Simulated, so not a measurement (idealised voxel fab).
Name of the process module below: voxel wiring stack
We display cut, a cross-section 140 nm in width whose square cells are each 5 nm.
A cross-section in this document is a grid of square cells, and it is written down as bands, the top band listed before the ones below it; a band is made up of one or more rows of cells. Quick guide to a band line: top height, bottom height (nm) up front; then every material left to right with its width in nm. Only one material and it's marked "full width"? Then it fills the band edge to edge. And "empty" just means empty space. Below 0: as-received wafer, all one material; heights counted from there. Lowest band: no bottom, goes on down, written "0..down". The two numbers in a width such as "30->40" mark its ends across the band: the first belongs to the top row of cells, the second to the bottom row, and from each row to the next the width moves by the same amount. Where the words "same as before" appear for a step, the cross-section shows no cell changed by that step; every cell remained as before. Entry "Completely sealed voids" = empty spaces >= 8 cells with no open way to the top; each as width x height at distance, distance from left edge, all nm. The remark found on a step's line after its settings is issued by the simulator itself and pertains to that step. overlay nm: mask right of planned place by this much (step with mask). Neg. = left.

Set out below are the planned steps of the process:
1,RECEIVE with material Si
2,CONFORMAL_DEP with material SiO2, thk nm 15
3,DIRECTIONAL_DEP with material TiN, thk nm 5
4,DIRECTIONAL_DEP with material Ru, thk nm 25
5,MASKED_ETCH with tone cover, mask id METAL_1, width nm 25, pitch nm 40, etch materials Ru, depth nm 25, overlay nm 0
6,MASKED_ETCH with tone cover, mask id METAL_1, width nm 25, pitch nm 40, etch materials TiN, depth nm 5, overlay nm 0
7,FILL_DEP with material lowk, thk nm 5
8,CMP with height nm 45
9,CONFORMAL_DEP with material SiCN, thk nm 5
10,DIRECTIONAL_DEP with material lowk, thk nm 20
11,MASKED_ETCH with tone open, mask id PLUG_1, width nm 15, pitch nm 80, etch materials lowk, depth nm 20, overlay nm 0
12,MASKED_ETCH with tone open, mask id PLUG_1, width nm 15, pitch nm 80, etch materials SiCN, depth nm 5, overlay nm 0
13,EPI with material Ru, thk nm 10
14,EPI with material Ru, thk nm 10
15,EPI with material Ru, thk nm 5
16,CONFORMAL_DEP with material SiCN, thk nm 5
17,DIRECTIONAL_DEP with material SiO2, thk nm 25
18,MASKED_ETCH with tone open, mask id METAL_2, width nm 25, pitch nm 40, etch materials SiO2, depth nm 25, overlay nm 0
19,MASKED_ETCH with tone open, mask id METAL_2, width nm 25, pitch nm 40, etch materials SiCN, depth nm 5, overlay nm 0
20,CONFORMAL_DEP with material TiN, thk nm 5
21,FILL_DEP with material Cu, thk nm 5
22,CMP with height nm 100
23,EPI with material Ru, thk nm 5
24,FILL_DEP with material SiCN, thk nm 5
The plan shows the thk nm of step 16 as the first wafer had it; this setting differs between the wafers, which start out alike.

Cross-section of the first of several received wafers, showing its state after step 1:
    0..down = Si full width
    Completely sealed voids: none

Cross-section after step 24, the final step of the module, for the first of several wafers:
    110..105 = SiCN full width
    105..100 = SiCN=10, Ru=35, SiCN=5, Ru=35, SiCN=5, Ru=35, SiCN=15
    100..75 = SiO2=15, TiN=5, Cu=15, TiN=5, SiO2=15, TiN=5, Cu=15, TiN=5, SiO2=15, TiN=5, Cu=15, TiN=5, SiO2=20
    75..70 = SiCN=15, TiN=25, SiCN=15, TiN=25, SiCN=15, TiN=25, SiCN=20
    70..50 = lowk=15, Ru=15, lowk=65, Ru=15, lowk=30
    50..45 = SiCN=15, Ru=15, SiCN=65, Ru=15, SiCN=30
    45..20 = lowk=15, Ru=25, lowk=15, Ru=25, lowk=15, Ru=25, lowk=20
    20..15 = lowk=15, TiN=25, lowk=15, TiN=25, lowk=15, TiN=25, lowk=20
    15..0 = SiO2 full width
    0..down = Si full width
    Completely sealed voids: none

End of module, last wafer sectioned:
    110..105 = SiCN full width
    105..100 = SiCN=10, Ru=35, SiCN=5, Ru=35, SiCN=5, Ru=35, SiCN=15
    100..90 = SiO2=15, TiN=5, Cu=15, TiN=5, SiO2=15, TiN=5, Cu=15, TiN=5, SiO2=15, TiN=5, Cu=15, TiN=5, SiO2=20
    90..85 = SiCN=15, TiN=25, SiCN=15, TiN=25, SiCN=15, TiN=25, SiCN=20
    85..70 = SiCN full width
    70..50 = lowk=15, Ru=15, lowk=65, Ru=15, lowk=30
    50..45 = SiCN=15, Ru=15, SiCN=65, Ru=15, SiCN=30
    45..20 = lowk=15, Ru=25, lowk=15, Ru=25, lowk=15, Ru=25, lowk=20
    20..15 = lowk=15, TiN=25, lowk=15, TiN=25, lowk=15, TiN=25, lowk=20
    15..0 = SiO2 full width
    0..down = Si full width
    Completely sealed voids: none

Row per wafer, end-of-module: cell gain (+)/loss (-) by material since the wafer came in, then closed voids:
thk nm 5; +45 Cu; +126 Ru; +70 SiCN; +149 SiO2; +60 TiN; +166 lowk; Completely sealed voids: none
thk nm 10; +36 Cu; +126 Ru; +98 SiCN; +136 SiO2; +54 TiN; +166 lowk; Completely sealed voids: none
thk nm 15; +27 Cu; +126 Ru; +126 SiCN; +123 SiO2; +48 TiN; +166 lowk; Completely sealed voids: none
thk nm 20; +18 Cu; +126 Ru; +154 SiCN; +110 SiO2; +42 TiN; +166 lowk; Completely sealed voids: none
